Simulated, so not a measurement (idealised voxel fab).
Module name: voxel ribs on slabs (process module)
Square cells of 5 nm make up the cross-section cut, whose width is 265 nm.
In what follows, cross-sections appear as grids of square cells, described through bands that run from the top down, where every band is one or more rows of cells.
Band: top height; bottom height; in nm. Then, left to right: material with width in nm, for each material. "everywhere": a single material spanning edge to edge. "air": empty space.
Counting heights begins at 0, where everything beneath is, in the wafer as received, one material. The lowest band has no bottom; it goes on downwards, as "0 -> down" shows.
Per-row width for "30..40": begins at first number (top row of band), ends at second number (bottom row), increment between rows held constant.
Where the words "remains unaltered" appear for a step, the cross-section shows no cell changed by that step; every cell remained as before.
The list in "Closed empty spaces" covers empty spaces of 8 cells or more that cannot reach the top through any open way, and it gives each as width x height at distance; the distance is from the left edge, and width, height and distance are in nm.
Anything after a step's settings on that line? It's the simulator's own note about the step.
overlay nm: for a step with a mask, the amount by which the mask lay right of where it was planned; a negative amount means left of it.
Steps planned for the process:
1: RECEIVE (material Si)
2: DIRECTIONAL_DEP (material SiO2; thk nm 30)
3: DIRECTIONAL_DEP (material SiN; thk nm 25)
4: PATTERN (tone cover; mask id RIB; material resist; width nm 20; thk nm 15; overlay nm 0)
5: DIRECTIONAL_ETCH (etch materials SiN; depth nm 15)
6: STRIP (etch materials resist)
7: PATTERN (tone cover; mask id SLAB; material resist; width nm 70; thk nm 20; overlay nm 0)
8: DIRECTIONAL_ETCH (etch materials SiN; depth nm 10)
9: STRIP (etch materials resist)
10: FILL_DEP (material SiO2; thk nm 15)
11: CMP (height nm 65)
12: DIRECTIONAL_DEP (material W; thk nm 5)
13: PATTERN (tone cover; mask id HEATER; material resist; width nm 30; thk nm 15; overlay nm 0)
14: DIRECTIONAL_ETCH (etch materials W; depth nm 5)
15: STRIP (etch materials resist)
16: CONFORMAL_DEP (material SiO2; thk nm 10)
Wafer as received: cross-section following step 1:
> 0 -> down | Si everywhere
> Closed empty spaces: none
Cross-section taken at module completion on the first of two wafers; processed per the plan:
> 80 -> 75 | air 105 nm; SiO2 50 nm; air 110 nm
> 75 -> 70 | SiO2 everywhere
> 70 -> 65 | SiO2 115 nm; W 30 nm; SiO2 120 nm
> 65 -> 55 | SiO2 everywhere
> 55 -> 40 | SiO2 120 nm; SiN 20 nm; SiO2 125 nm
> 40 -> 30 | SiO2 95 nm; SiN 70 nm; SiO2 100 nm
> 30 -> 0 | SiO2 everywhere
> 0 -> down | Si everywhere
> Closed empty spaces: none
Here's the second of our two wafers sectioned at module end. Same start as the first, same plan, but one mistake got made running it:
> 80 -> 75 | air 105 nm; SiO2 50 nm; air 110 nm
> 75 -> 70 | SiO2 everywhere
> 70 -> 65 | SiO2 115 nm; W 30 nm; SiO2 120 nm
> 65 -> 60 | SiO2 everywhere
> 60 -> 45 | SiO2 120 nm; SiN 20 nm; SiO2 125 nm
> 45 -> 35 | SiO2 95 nm; SiN 70 nm; SiO2 100 nm
> 35 -> 0 | SiO2 everywhere
> 0 -> down | Si everywhere
> Closed empty spaces: none
Here's what went sideways: rather than as planned, step 2 actually ran as DIRECTIONAL_DEP (material SiO2; thk nm 35)
When the process is done, the second wafer contains the same cell count of every material as the first wafer, but distributed over other locations.
